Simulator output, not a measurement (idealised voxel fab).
The process module presented herein is designated voxel self aligned contacts.
Cross-sectional view cut (width: 215 nm; square cell size: 5 nm).
How to read a cross-section here: the picture is a grid of square cells, written as bands going from the top down, and any band can span one or more rows of cells.
In this notation a band is specified by the heights of its top and bottom, in that order and in nm, after which its materials appear from left to right, each paired with its width in nm. The word "throughout" attached to a single material means that material fills the band from edge to edge; the word "empty" stands for empty space.
The reference from which all heights are counted is 0, the level beneath which the as-received wafer is entirely one material; the lowest band, having no lower bound, proceeds downward and is written after the example "0 -> down".
With a width like "30..40", each row of cells in the band differs from the next by the same amount, the top row carrying the first number and the bottom row the second.
Where a step carries "nothing was modified", the cross-section came out of it unchanged, cell for cell.
The list in "Unvented voids" covers empty spaces of 8 cells or more that cannot reach the top through any open way, and it gives each as width x height at distance; the distance is from the left edge, and width, height and distance are in nm.
Read whatever lies past the settings on a step's line as the simulator's own remark about the step.
A step's line can hold "overlay nm"; with a mask on that step, the setting says how far right of the planned place the mask lay, while a negative setting says it lay to the left.

**Steps planned for the process**
1. RECEIVE: material Si
2. CONFORMAL_DEP: material SiO2, thk nm 5
3. DIRECTIONAL_DEP: material polySi, thk nm 20
4. DIRECTIONAL_DEP: material SiN, thk nm 25
5. MASKED_ETCH: tone cover, mask id GATE, width nm 25, pitch nm 60, etch materials SiN, depth nm 25, overlay nm 0
6. MASKED_ETCH: tone cover, mask id GATE, width nm 25, pitch nm 60, etch materials polySi, depth nm 20, overlay nm 0
7. CONFORMAL_DEP: material SiN, thk nm 10
8. DIRECTIONAL_ETCH: etch materials SiN, depth nm 10
9. FILL_DEP: material SiO2, thk nm 10
10. CMP: height nm 55
11. DIRECTIONAL_DEP: material aC, thk nm 10
12. PATTERN: tone open, mask id CONTACT, material resist, width nm 45, thk nm 30, overlay nm 0
13. DIRECTIONAL_ETCH: etch materials aC, depth nm 10
14. STRIP: etch materials resist
15. DIRECTIONAL_ETCH: etch materials SiO2, depth nm 55
16. STRIP: etch materials aC
17. CONFORMAL_DEP: material TiN, thk nm 5
18. FILL_DEP: material Ru, thk nm 5
19. CMP: height nm 55
20. CONFORMAL_DEP: material SiCN, thk nm 5

**So this is the incoming wafer in cross-section - it's already been through step 1**
0 -> down  Si throughout
Unvented voids: none

**Starting structure and process plan are as shown above, but one mistake was made in running the module; the wafer cross-section at the end of the module follows**
60 -> 55  SiCN throughout
55 -> 50  85 of SiO2, 45 of TiN, 85 of SiO2
50 -> 25  50 of SiO2, 55 of SiN, 5 of TiN, 55 of SiN, 50 of SiO2
25 -> 5  50 of SiO2, 10 of SiN, 35 of polySi, 10 of SiN, 5 of TiN, 10 of SiN, 35 of polySi, 10 of SiN, 50 of SiO2
5 -> 0  105 of SiO2, 5 of TiN, 105 of SiO2
0 -> down  Si throughout
Unvented voids: none
It is concluded that the wafer was processed incorrectly with respect to the plan, in that the process deviated at step 5: the operation and settings actually run there were MASKED_ETCH: tone cover, mask id GATE, width nm 35, pitch nm 60, etch materials SiN, depth nm 25, overlay nm 0
